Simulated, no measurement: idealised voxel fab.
process module | voxel transistor to metal
cross-section cut | 215 nm wide | cells 5 nm
A cross-section is a grid of square cells, given in bands from the top down. A band is one or more rows of cells.
Each band's line starts with the height of the band's top and of its bottom, in nm. Then come its materials from left to right, each with its width in nm. One material with "throughout" fills the band from edge to edge. "air" is empty space.
Height 0 is the level under which the wafer as received is all one material. The lowest band goes on downwards, as in "0 down".
A width such as "30 to 40" changes by the same amount from each row of cells to the next, from the band's top row to its bottom row.
"no change" after a step means that no cell of the cross-section changed.
closed voids: empty space of 8 cells or more with no open way to the top, each as width x height at its distance from the left edge, in nm
after a step's settings: what the simulator itself notes on the step
overlay nm, on a step with a mask: how far to the right of its planned place the mask lay; to the left if negative
plan
1 op RECEIVE | material Si
2 op OXIDIZE | depth nm 5
3 op CONFORMAL_DEP | material SiN | thk nm 10
4 op DIRECTIONAL_DEP | material aC | thk nm 15
5 op PATTERN | tone cover | mask id ACTIVE | material resist | width nm 115 | thk nm 35 | overlay nm 0
6 op DIRECTIONAL_ETCH | etch materials aC | depth nm 15
7 op STRIP | etch materials resist
8 op DIRECTIONAL_ETCH | etch materials SiN | depth nm 10
9 op DIRECTIONAL_ETCH | etch materials SiO2 | depth nm 5
10 op DIRECTIONAL_ETCH | etch materials Si | depth nm 25
11 op STRIP | etch materials aC
12 op FILL_DEP | material SiO2 | thk nm 15
13 op CMP | height nm 10
14 op SELECTIVE_ETCH | etch materials SiO2 | depth nm 5
15 op STRIP | etch materials SiN
16 op SELECTIVE_ETCH | etch materials SiO2 | depth nm 5
17 op OXIDIZE | depth nm 5
18 op DIRECTIONAL_DEP | material polySi | thk nm 20
19 op DIRECTIONAL_DEP | material SiCN | thk nm 15
20 op MASKED_ETCH | tone cover | mask id GATE | width nm 25 | etch materials SiCN | depth nm 25 | overlay nm 0
21 op MASKED_ETCH | tone cover | mask id GATE | width nm 25 | etch materials polySi | depth nm 30 | overlay nm 0
22 op CONFORMAL_DEP | material SiO2 | thk nm 5
23 op DIRECTIONAL_ETCH | etch materials SiO2 | depth nm 5
24 op CONFORMAL_DEP | material SiN | thk nm 5
25 op DIRECTIONAL_ETCH | etch materials SiN | depth nm 5
26 op DIRECTIONAL_ETCH | etch materials SiO2 | depth nm 5
27 op DIRECTIONAL_ETCH | etch materials Si | depth nm 15
28 op EPI | material nSi | thk nm 15
29 op FILL_DEP | material SiO2 | thk nm 5
30 op CMP | height nm 30
31 op DIRECTIONAL_DEP | material SiO2 | thk nm 15
32 op PATTERN | tone open | mask id CONTACT | material resist | width nm 15 | pitch nm 75 | thk nm 15 | overlay nm 0
33 op DIRECTIONAL_ETCH | etch materials SiO2 | depth nm 40
34 op STRIP | etch materials resist
35 op CONFORMAL_DEP | material TiN | thk nm 5
36 op FILL_DEP | material Ru | thk nm 10
37 op CMP | height nm 45
38 op DIRECTIONAL_DEP | material TiN | thk nm 5
39 op DIRECTIONAL_DEP | material Ru | thk nm 15
40 op DIRECTIONAL_DEP | material aC | thk nm 10
41 op PATTERN | tone cover | mask id METAL_1 | material resist | width nm 20 | pitch nm 75 | thk nm 25 | overlay nm 0
42 op DIRECTIONAL_ETCH | etch materials aC | depth nm 10
43 op STRIP | etch materials resist
44 op DIRECTIONAL_ETCH | etch materials Ru | depth nm 15
45 op DIRECTIONAL_ETCH | etch materials TiN | depth nm 5
46 op STRIP | etch materials aC
47 op FILL_DEP | material lowk | thk nm 10
48 op CMP | height nm 65
49 op CONFORMAL_DEP | material SiN | thk nm 5
varied across the wafers: width nm of step 32. The plan shows the first wafer's value. All wafers start alike
first wafer as received, after step 1
  0 down: Si throughout
  closed voids: none
each wafer at the end: cells of each material gained (+) or lost (-) since it was received, then its closed voids
width nm 15 | +38 Ru | -202 Si | +15 SiCN | +59 SiN | +416 SiO2 | +42 TiN | +140 lowk | +74 nSi | +20 polySi | closed voids: none
width nm 20 | +52 Ru | -202 Si | +15 SiCN | +59 SiN | +400 SiO2 | +44 TiN | +140 lowk | +74 nSi | +20 polySi | closed voids: none
width nm 25 | +66 Ru | -202 Si | +15 SiCN | +59 SiN | +384 SiO2 | +46 TiN | +140 lowk | +74 nSi | +20 polySi | closed voids: none
width nm 30 | +80 Ru | -202 Si | +15 SiCN | +59 SiN | +368 SiO2 | +48 TiN | +140 lowk | +74 nSi | +20 polySi | closed voids: none
width nm 35 | +89 Ru | -202 Si | +15 SiCN | +59 SiN | +357 SiO2 | +50 TiN | +140 lowk | +74 nSi | +20 polySi | closed voids: none
